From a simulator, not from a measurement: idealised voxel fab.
voxel transistor to metal: a process module
Cross-sectional view cut (width: 145 nm; square cell size: 5 nm).
The cross-sections in this document take the form of a grid made of square cells. They are written out as bands, in order from top to bottom. Each band consists of one or more rows of cells.
Per band: top height and bottom height in nm, followed by the left-to-right materials and their widths in nm; "all across" marks a single material spanning edge to edge, "empty" marks empty space.
Counting heights begins at 0, where everything beneath is, in the wafer as received, one material. The lowest band has no bottom; it goes on downwards, as "0 -> down" shows.
Width "30->40": first value at the band's top row of cells, second value at its bottom row, equal change from row to row.
Any step labelled "left unchanged" changed none of the cells in the cross-section.
"Fully enclosed voids" means: voids of 8 cells or more that are shut off from the top with no open way through. Written width x height at distance, distance from the left edge, in nm.
Formally, on a step line, whatever follows the settings is a remark that the simulator itself makes on the step.
For masked steps, "overlay nm" on the step line gives how far right of plan the mask actually lay; a minus sign means it lay to the left.
## These are the steps we planned for the process
- 1: RECEIVE: material Si
- 2: CONFORMAL_DEP: material SiO2, thk nm 5
- 3: CONFORMAL_DEP: material SiN, thk nm 15
- 4: DIRECTIONAL_DEP: material aC, thk nm 10
- 5: PATTERN: tone cover, mask id ACTIVE, material resist, width nm 100, thk nm 25, overlay nm 0
- 6: DIRECTIONAL_ETCH: etch materials aC, depth nm 10
- 7: STRIP: etch materials resist
- 8: DIRECTIONAL_ETCH: etch materials SiN, depth nm 15
- 9: DIRECTIONAL_ETCH: etch materials SiO2, depth nm 5
- 10: DIRECTIONAL_ETCH: etch materials Si, depth nm 20
- 11: STRIP: etch materials aC
- 12: FILL_DEP: material SiO2, thk nm 15
- 13: CMP: height nm 20
- 14: SELECTIVE_ETCH: etch materials SiO2, depth nm 15
- 15: STRIP: etch materials SiN
- 16: SELECTIVE_ETCH: etch materials SiO2, depth nm 5
- 17: OXIDIZE: depth nm 5
- 18: DIRECTIONAL_DEP: material polySi, thk nm 25
- 19: DIRECTIONAL_DEP: material SiCN, thk nm 10
- 20: MASKED_ETCH: tone cover, mask id GATE, width nm 20, etch materials SiCN, depth nm 20, overlay nm 0
- 21: MASKED_ETCH: tone cover, mask id GATE, width nm 20, etch materials polySi, depth nm 35, overlay nm 0
- 22: CONFORMAL_DEP: material SiO2, thk nm 5
- 23: DIRECTIONAL_ETCH: etch materials SiO2, depth nm 5
- 24: CONFORMAL_DEP: material SiN, thk nm 10
- 25: DIRECTIONAL_ETCH: etch materials SiN, depth nm 10
- 26: DIRECTIONAL_ETCH: etch materials SiO2, depth nm 5
- 27: DIRECTIONAL_ETCH: etch materials Si, depth nm 5
- 28: EPI: material pSi, thk nm 10
- 29: FILL_DEP: material SiO2, thk nm 10
- 30: CMP: height nm 35
- 31: DIRECTIONAL_DEP: material SiO2, thk nm 15
- 32: MASKED_ETCH: tone open, mask id CONTACT, width nm 20, pitch nm 70, etch materials SiO2, depth nm 50, overlay nm 0
- 33: CONFORMAL_DEP: material TiN, thk nm 5
- 34: FILL_DEP: material W, thk nm 10
- 35: CMP: height nm 50
- 36: CONFORMAL_DEP: material SiN, thk nm 5
- 37: DIRECTIONAL_DEP: material lowk, thk nm 15
- 38: MASKED_ETCH: tone open, mask id METAL_1, width nm 20, pitch nm 70, etch materials lowk, depth nm 15, overlay nm 0
- 39: MASKED_ETCH: tone open, mask id METAL_1, width nm 20, pitch nm 70, etch materials SiN, depth nm 5, overlay nm 0
- 40: CONFORMAL_DEP: material TiN, thk nm 5
- 41: FILL_DEP: material Cu, thk nm 10
- 42: CMP: height nm 70
- 43: CONFORMAL_DEP: material SiCN, thk nm 5
- 44: DIRECTIONAL_DEP: material lowk, thk nm 30
- 45: DIRECTIONAL_DEP: material aC, thk nm 10
- 46: PATTERN: tone open, mask id METAL_2, material resist, width nm 20, pitch nm 70, thk nm 30, overlay nm 0
- 47: DIRECTIONAL_ETCH: etch materials aC, depth nm 10
- 48: STRIP: etch materials resist
- 49: DIRECTIONAL_ETCH: etch materials lowk, depth nm 15
- 50: STRIP: etch materials aC
- 51: DIRECTIONAL_DEP: material aC, thk nm 10
- 52: PATTERN: tone open, mask id METAL_2_HOLES, material resist, width nm 15, pitch nm 70, thk nm 30, overlay nm 0
- 53: DIRECTIONAL_ETCH: etch materials aC, depth nm 10
- 54: STRIP: etch materials resist
- 55: DIRECTIONAL_ETCH: etch materials lowk, depth nm 15
- 56: DIRECTIONAL_ETCH: etch materials SiCN, depth nm 5
- 57: STRIP: etch materials aC
- 58: CONFORMAL_DEP: material TiN, thk nm 5
- 59: FILL_DEP: material Ru, thk nm 10
- 60: CMP: height nm 105
- 61: CONFORMAL_DEP: material SiCN, thk nm 5
## Here's what the wafer looked like in cross-section when it arrived - that's after step 1
> 0 -> down | Si all across
> Fully enclosed voids: none
## What the wafer looks like in cross-section after this module, when it starts as shown above and follows the plan above but one mistake is made in running it
> 110 -> 105 | SiCN all across
> 105 -> 95 | lowk 25 nm | TiN 5 nm | Ru 10 nm | TiN 5 nm | lowk 50 nm | TiN 5 nm | Ru 10 nm | TiN 5 nm | lowk 30 nm
> 95 -> 90 | lowk 25 nm | TiN 5 nm | Ru 5 nm | TiN 10 nm | lowk 50 nm | TiN 5 nm | Ru 5 nm | TiN 10 nm | lowk 30 nm
> 90 -> 75 | lowk 25 nm | TiN 5 nm | Ru 5 nm | TiN 5 nm | lowk 55 nm | TiN 5 nm | Ru 5 nm | TiN 5 nm | lowk 35 nm
> 75 -> 70 | SiCN 25 nm | TiN 15 nm | SiCN 55 nm | TiN 15 nm | SiCN 35 nm
> 70 -> 55 | lowk 25 nm | TiN 5 nm | Cu 10 nm | TiN 5 nm | lowk 50 nm | TiN 5 nm | Cu 10 nm | TiN 5 nm | lowk 30 nm
> 55 -> 50 | SiN 25 nm | TiN 20 nm | SiN 50 nm | TiN 20 nm | SiN 30 nm
> 50 -> 45 | TiN 30 nm | W 10 nm | TiN 60 nm | W 10 nm | TiN 35 nm
> 45 -> 30 | SiO2 25 nm | TiN 5 nm | W 10 nm | TiN 5 nm | SiO2 50 nm | TiN 5 nm | W 10 nm | TiN 5 nm | SiO2 30 nm
> 30 -> 25 | SiO2 25 nm | TiN 5 nm | W 10 nm | TiN 5 nm | SiN 10 nm | SiO2 5 nm | SiCN 20 nm | SiO2 5 nm | SiN 10 nm | TiN 5 nm | W 10 nm | TiN 5 nm | SiO2 30 nm
> 25 -> 10 | SiO2 25 nm | TiN 5 nm | W 10 nm | TiN 5 nm | SiN 10 nm | SiO2 5 nm | polySi 20 nm | SiO2 5 nm | SiN 10 nm | TiN 5 nm | W 10 nm | TiN 5 nm | SiO2 30 nm
> 10 -> 5 | SiO2 25 nm | TiN 20 nm | SiN 10 nm | SiO2 5 nm | polySi 20 nm | SiO2 5 nm | SiN 10 nm | TiN 20 nm | SiO2 30 nm
> 5 -> 0 | SiO2 25 nm | TiN 10 nm | pSi 10 nm | SiN 10 nm | SiO2 5 nm | polySi 20 nm | SiO2 5 nm | SiN 10 nm | pSi 10 nm | TiN 10 nm | SiO2 30 nm
> 0 -> -5 | SiO2 15 nm | pSi 30 nm | SiO2 50 nm | pSi 30 nm | SiO2 20 nm
> -5 -> -10 | SiO2 20 nm | pSi 25 nm | Si 50 nm | pSi 25 nm | SiO2 25 nm
> -10 -> -20 | SiO2 20 nm | Si 100 nm | SiO2 25 nm
> -20 -> down | Si all across
> Fully enclosed voids: none
Deviation noted in wafer processing: contrary to plan, step 30 was performed as CMP: height nm 30
